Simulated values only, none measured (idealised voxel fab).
process module | voxel transistor to metal
cross-section cut | 185 nm wide | cells 5 nm
A cross-section is a grid of square cells, given in bands from the top down. A band is one or more rows of cells.
Each band's line starts with the height of the band's top and of its bottom, in nm. Then come its materials from left to right, each with its width in nm. One material with "throughout" fills the band from edge to edge. "air" is empty space.
Height 0 is the level under which the wafer as received is all one material. The lowest band goes on downwards, as in "0 down".
A width such as "30 to 40" changes by the same amount from each row of cells to the next, from the band's top row to its bottom row.
"no change" after a step means that no cell of the cross-section changed.
closed voids: empty space of 8 cells or more with no open way to the top, each as width x height at its distance from the left edge, in nm
after a step's settings: what the simulator itself notes on the step
overlay nm, on a step with a mask: how far to the right of its planned place the mask lay; to the left if negative
plan
1 op RECEIVE | material Si
2 op OXIDIZE | depth nm 5
3 op CONFORMAL_DEP | material SiN | thk nm 15
4 op MASKED_ETCH | tone cover | mask id ACTIVE | width nm 110 | etch materials SiN | depth nm 15 | overlay nm 0
5 op MASKED_ETCH | tone cover | mask id ACTIVE | width nm 110 | etch materials SiO2 | depth nm 5 | overlay nm 0
6 op MASKED_ETCH | tone cover | mask id ACTIVE | width nm 110 | etch materials Si | depth nm 30 | overlay nm 0
7 op FILL_DEP | material SiO2 | thk nm 10
8 op CMP | height nm 15
9 op SELECTIVE_ETCH | etch materials SiO2 | depth nm 5
10 op STRIP | etch materials SiN
11 op SELECTIVE_ETCH | etch materials SiO2 | depth nm 5
12 op OXIDIZE | depth nm 5
13 op DIRECTIONAL_DEP | material polySi | thk nm 20
14 op DIRECTIONAL_DEP | material SiCN | thk nm 15
15 op MASKED_ETCH | tone cover | mask id GATE | width nm 20 | etch materials SiCN | depth nm 25 | overlay nm 0
16 op MASKED_ETCH | tone cover | mask id GATE | width nm 20 | etch materials polySi | depth nm 30 | overlay nm 0
17 op CONFORMAL_DEP | material SiN | thk nm 10
18 op DIRECTIONAL_ETCH | etch materials SiN | depth nm 10
19 op DIRECTIONAL_ETCH | etch materials SiO2 | depth nm 5
20 op DIRECTIONAL_ETCH | etch materials Si | depth nm 5
21 op EPI | material nSi | thk nm 5
22 op FILL_DEP | material SiO2 | thk nm 5
23 op CMP | height nm 30
24 op DIRECTIONAL_DEP | material SiO2 | thk nm 15
25 op DIRECTIONAL_DEP | material aC | thk nm 10
26 op PATTERN | tone open | mask id CONTACT | material resist | width nm 20 | pitch nm 80 | thk nm 30 | overlay nm 0
27 op DIRECTIONAL_ETCH | etch materials aC | depth nm 10
28 op STRIP | etch materials resist
29 op DIRECTIONAL_ETCH | etch materials SiO2 | depth nm 55
30 op STRIP | etch materials aC
31 op CONFORMAL_DEP | material TiN | thk nm 5
32 op FILL_DEP | material Ru | thk nm 10
33 op CMP | height nm 45
34 op CONFORMAL_DEP | material SiN | thk nm 5
35 op DIRECTIONAL_DEP | material SiO2 | thk nm 15
36 op MASKED_ETCH | tone open | mask id METAL_1 | width nm 20 | pitch nm 80 | etch materials SiO2 | depth nm 15 | overlay nm 0
37 op MASKED_ETCH | tone open | mask id METAL_1 | width nm 20 | pitch nm 80 | etch materials SiN | depth nm 5 | overlay nm 0
38 op CONFORMAL_DEP | material TiN | thk nm 5
39 op FILL_DEP | material Cu | thk nm 5
40 op CMP | height nm 65
41 op EPI | material Ru | thk nm 5
42 op FILL_DEP | material SiCN | thk nm 5
43 op DIRECTIONAL_DEP | material lowk | thk nm 30
44 op MASKED_ETCH | tone open | mask id METAL_2 | width nm 20 | pitch nm 80 | etch materials lowk | depth nm 15 | overlay nm 0
45 op PATTERN | tone open | mask id METAL_2_HOLES | material resist | width nm 15 | pitch nm 80 | thk nm 15 | overlay nm 0
46 op DIRECTIONAL_ETCH | etch materials lowk | depth nm 15
47 op DIRECTIONAL_ETCH | etch materials SiCN | depth nm 5
48 op STRIP | etch materials resist
49 op CONFORMAL_DEP | material TiN | thk nm 5
50 op FILL_DEP | material Cu | thk nm 10
51 op CMP | height nm 105
52 op CONFORMAL_DEP | material SiCN | thk nm 5
as received, after step 1
  0 down: Si throughout
  closed voids: none
first wafer at the end, as planned
  110 to 105: SiCN throughout
  105 to 95: lowk 40 | TiN 5 | Cu 10 | TiN 5 | lowk 60 | TiN 5 | Cu 10 | TiN 5 | lowk 45
  95 to 90: lowk 40 | TiN 5 | Cu 5 | TiN 10 | lowk 60 | TiN 5 | Cu 5 | TiN 10 | lowk 45
  90 to 75: lowk 40 | TiN 5 | Cu 5 | TiN 5 | lowk 65 | TiN 5 | Cu 5 | TiN 5 | lowk 50
  75 to 70: SiCN 40 | TiN 15 | SiCN 65 | TiN 15 | SiCN 50
  70 to 65: SiCN 35 | Ru 30 | SiCN 50 | Ru 30 | SiCN 40
  65 to 50: SiO2 40 | TiN 5 | Cu 10 | TiN 5 | SiO2 60 | TiN 5 | Cu 10 | TiN 5 | SiO2 45
  50 to 45: SiN 40 | TiN 20 | SiN 60 | TiN 20 | SiN 45
  45 to 30: SiO2 40 | TiN 5 | Ru 10 | TiN 5 | SiO2 60 | TiN 5 | Ru 10 | TiN 5 | SiO2 45
  30 to 15: SiO2 40 | TiN 5 | Ru 10 | TiN 5 | SiO2 10 | SiN 10 | SiCN 20 | SiN 10 | SiO2 10 | TiN 5 | Ru 10 | TiN 5 | SiO2 45
  15 to 5: SiO2 40 | TiN 5 | Ru 10 | TiN 5 | SiO2 10 | SiN 10 | polySi 20 | SiN 10 | SiO2 10 | TiN 5 | Ru 10 | TiN 5 | SiO2 45
  5 to -5: SiO2 30 | SiN 10 | TiN 5 to 10 | Ru 10 to 5 | TiN 5 | SiO2 10 | SiN 10 | polySi 20 | SiN 10 | SiO2 10 | TiN 5 | Ru 10 to 5 | TiN 5 to 10 | SiN 10 | SiO2 35
  -5 to -10: SiO2 40 | nSi 5 | TiN 15 | SiO2 5 | nSi 5 | SiO2 40 | nSi 5 | SiO2 5 | TiN 15 | nSi 5 | SiO2 45
  -10 to -15: SiO2 35 | Si 5 | nSi 30 | Si 40 | nSi 30 | Si 5 | SiO2 40
  -15 to -35: SiO2 35 | Si 110 | SiO2 40
  -35 down: Si throughout
  closed voids: none
second wafer at the end: like start, like plan, one mistake
  110 to 105: SiCN throughout
  105 to 95: Cu throughout
  95 to 90: TiN 45 | Cu 10 | TiN 70 | Cu 10 | TiN 50
  90 to 75: lowk 40 | TiN 5 | Cu 10 | TiN 5 | lowk 60 | TiN 5 | Cu 10 | TiN 5 | lowk 45
  75 to 70: SiCN 40 | TiN 20 | SiCN 60 | TiN 20 | SiCN 45
  70 to 65: SiCN 35 | Ru 30 | SiCN 50 | Ru 30 | SiCN 40
  65 to 50: SiO2 40 | TiN 5 | Cu 10 | TiN 5 | SiO2 60 | TiN 5 | Cu 10 | TiN 5 | SiO2 45
  50 to 45: SiN 40 | TiN 20 | SiN 60 | TiN 20 | SiN 45
  45 to 30: SiO2 40 | TiN 5 | Ru 10 | TiN 5 | SiO2 60 | TiN 5 | Ru 10 | TiN 5 | SiO2 45
  30 to 15: SiO2 40 | TiN 5 | Ru 10 | TiN 5 | SiO2 10 | SiN 10 | SiCN 20 | SiN 10 | SiO2 10 | TiN 5 | Ru 10 | TiN 5 | SiO2 45
  15 to 5: SiO2 40 | TiN 5 | Ru 10 | TiN 5 | SiO2 10 | SiN 10 | polySi 20 | SiN 10 | SiO2 10 | TiN 5 | Ru 10 | TiN 5 | SiO2 45
  5 to -5: SiO2 30 | SiN 10 | TiN 5 to 10 | Ru 10 to 5 | TiN 5 | SiO2 10 | SiN 10 | polySi 20 | SiN 10 | SiO2 10 | TiN 5 | Ru 10 to 5 | TiN 5 to 10 | SiN 10 | SiO2 35
  -5 to -10: SiO2 40 | nSi 5 | TiN 15 | SiO2 5 | nSi 5 | SiO2 40 | nSi 5 | SiO2 5 | TiN 15 | nSi 5 | SiO2 45
  -10 to -15: SiO2 35 | Si 5 | nSi 30 | Si 40 | nSi 30 | Si 5 | SiO2 40
  -15 to -35: SiO2 35 | Si 110 | SiO2 40
  -35 down: Si throughout
  closed voids: none
what went wrong: step 45 was left out
at the end the second wafer has, in cells: 74 more of Cu | 2 fewer of SiCN | 21 more of TiN | 93 fewer of lowk
